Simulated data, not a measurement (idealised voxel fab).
process module | voxel double patterning
cross-section cut | 230 nm wide | cells 5 nm
A cross-section is a grid of square cells, given in bands from the top down. A band is one or more rows of cells.
Each band's line starts with the height of the band's top and of its bottom, in nm. Then come its materials from left to right, each with its width in nm. One material with "throughout" fills the band from edge to edge. "air" is empty space.
Height 0 is the level under which the wafer as received is all one material. The lowest band goes on downwards, as in "0 down".
A width such as "30 to 40" changes by the same amount from each row of cells to the next, from the band's top row to its bottom row.
"no change" after a step means that no cell of the cross-section changed.
closed voids: empty space of 8 cells or more with no open way to the top, each as width x height at its distance from the left edge, in nm
after a step's settings: what the simulator itself notes on the step
overlay nm, on a step with a mask: how far to the right of its planned place the mask lay; to the left if negative
plan
1 op RECEIVE | material Si
2 op CONFORMAL_DEP | material SiO2 | thk nm 5
3 op DIRECTIONAL_DEP | material W | thk nm 20
4 op DIRECTIONAL_DEP | material SiCN | thk nm 10
5 op DIRECTIONAL_DEP | material aC | thk nm 10
6 op PATTERN | tone open | mask id FIRST | material resist | width nm 15 | pitch nm 50 | thk nm 25 | overlay nm 0
7 op DIRECTIONAL_ETCH | etch materials aC | depth nm 5
8 op STRIP | etch materials resist
9 op DIRECTIONAL_ETCH | etch materials SiCN | depth nm 10
10 op STRIP | etch materials aC
11 op MASKED_ETCH | tone open | mask id SECOND | width nm 15 | pitch nm 50 | etch materials SiCN | depth nm 10 | overlay nm 0
12 op DIRECTIONAL_ETCH | etch materials W | depth nm 20
13 op STRIP | etch materials SiCN
varied across the wafers: depth nm of step 7. The plan shows the first wafer's value. All wafers start alike
first wafer as received, after step 1
  0 down: Si throughout
  closed voids: none
first wafer at the end, after step 13
  25 to 5: W 80 | air 15 | W 35 | air 15 | W 85
  5 to 0: SiO2 throughout
  0 down: Si throughout
  closed voids: none
last wafer at the end
  25 to 5: W 55 | air 15 | W 10 | air 15 | W 10 | air 15 | W 10 | air 15 | W 10 | air 15 | W 60
  5 to 0: SiO2 throughout
  0 down: Si throughout
  closed voids: none
each wafer at the end: cells of each material gained (+) or lost (-) since it was received, then its closed voids
depth nm 5 | +46 SiO2 | +160 W | closed voids: none
depth nm 10 | +46 SiO2 | +124 W | closed voids: none
depth nm 15 | +46 SiO2 | +124 W | closed voids: none
depth nm 20 | +46 SiO2 | +124 W | closed voids: none
depth nm 25 | +46 SiO2 | +124 W | closed voids: none
